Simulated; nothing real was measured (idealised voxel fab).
process module | voxel gate over fins
cross-section cut | 230 nm wide | cells 5 nm
A cross-section is a grid of square cells, given in bands from the top down. A band is one or more rows of cells.
Each band's line starts with the height of the band's top and of its bottom, in nm. Then come its materials from left to right, each with its width in nm. One material with "throughout" fills the band from edge to edge. "air" is empty space.
Height 0 is the level under which the wafer as received is all one material. The lowest band goes on downwards, as in "0 down".
A width such as "30 to 40" changes by the same amount from each row of cells to the next, from the band's top row to its bottom row.
"no change" after a step means that no cell of the cross-section changed.
closed voids: empty space of 8 cells or more with no open way to the top, each as width x height at its distance from the left edge, in nm
after a step's settings: what the simulator itself notes on the step
overlay nm, on a step with a mask: how far to the right of its planned place the mask lay; to the left if negative
plan
1 op RECEIVE | material Si
2 op CONFORMAL_DEP | material SiN | thk nm 10
3 op MASKED_ETCH | tone cover | mask id FINS | width nm 15 | pitch nm 40 | etch materials SiN | depth nm 10 | overlay nm 0
4 op MASKED_ETCH | tone cover | mask id FINS | width nm 15 | pitch nm 40 | etch materials Si | depth nm 30 | overlay nm 0
5 op OXIDIZE | depth nm 5
6 op FILL_DEP | material SiO2 | thk nm 5
7 op CMP | height nm 0
8 op SELECTIVE_ETCH | etch materials SiO2 | depth nm 25
9 op STRIP | etch materials SiN
10 op CONFORMAL_DEP | material HfO2 | thk nm 5
11 op CONFORMAL_DEP | material TiN | thk nm 5
12 op FILL_DEP | material W | thk nm 10
13 op CMP | height nm 15
14 op CONFORMAL_DEP | material SiCN | thk nm 10
varied across the wafers: height nm of step 7. The plan shows the first wafer's value. All wafers start alike
first wafer as received, after step 1
  0 down: Si throughout
  closed voids: none
each wafer at the end: cells of each material gained (+) or lost (-) since it was received, then its closed voids
height nm 0 | +66 HfO2 | -308 Si | +92 SiCN | +88 SiO2 | +66 TiN | +226 W | closed voids: none
height nm 5 | +62 HfO2 | -308 Si | +92 SiCN | +132 SiO2 | +62 TiN | +190 W | closed voids: none
height nm 10 | +58 HfO2 | -308 Si | +92 SiCN | +176 SiO2 | +58 TiN | +154 W | closed voids: none
height nm 15 | +54 HfO2 | -308 Si | +92 SiCN | +220 SiO2 | +54 TiN | +118 W | closed voids: none
